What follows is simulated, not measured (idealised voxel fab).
process module | voxel trench capacitor
cross-section cut | 265 nm wide | cells 5 nm
A cross-section is a grid of square cells, given in bands from the top down. A band is one or more rows of cells.
Each band's line starts with the height of the band's top and of its bottom, in nm. Then come its materials from left to right, each with its width in nm. One material with "throughout" fills the band from edge to edge. "air" is empty space.
Height 0 is the level under which the wafer as received is all one material. The lowest band goes on downwards, as in "0 down".
A width such as "30 to 40" changes by the same amount from each row of cells to the next, from the band's top row to its bottom row.
"no change" after a step means that no cell of the cross-section changed.
closed voids: empty space of 8 cells or more with no open way to the top, each as width x height at its distance from the left edge, in nm
after a step's settings: what the simulator itself notes on the step
overlay nm, on a step with a mask: how far to the right of its planned place the mask lay; to the left if negative
plan
1 op RECEIVE | material Si
2 op CONFORMAL_DEP | material SiN | thk nm 5
3 op MASKED_ETCH | tone open | mask id TRENCH | width nm 25 | pitch nm 45 | etch materials SiN | depth nm 5 | overlay nm 0
4 op MASKED_ETCH | tone open | mask id TRENCH | width nm 25 | pitch nm 45 | etch materials Si | depth nm 30 | overlay nm 0
5 op CONFORMAL_DEP | material HfO2 | thk nm 5
6 op CONFORMAL_DEP | material TiN | thk nm 5
7 op FILL_DEP | material W | thk nm 5
8 op CMP | height nm 5
as received, after step 1
  0 down: Si throughout
  closed voids: none
a wafer at the end: this start, this plan, one mistake
  5 to 0: SiN 75 | HfO2 10 | TiN 5 | HfO2 10 | SiN 20 | HfO2 10 | TiN 5 | HfO2 10 | SiN 20 | HfO2 10 | TiN 5 | HfO2 10 | SiN 75
  0 to -25: Si 80 | HfO2 5 | TiN 5 | HfO2 5 | Si 30 | HfO2 5 | TiN 5 | HfO2 5 | Si 30 | HfO2 5 | TiN 5 | HfO2 5 | Si 80
  -25 to -30: Si 80 | HfO2 15 | Si 30 | HfO2 15 | Si 30 | HfO2 15 | Si 80
  -30 down: Si throughout
  closed voids: none
what went wrong: step 4 ran as: op MASKED_ETCH | tone open | mask id TRENCH | width nm 15 | pitch nm 45 | etch materials Si | depth nm 30 | overlay nm 0
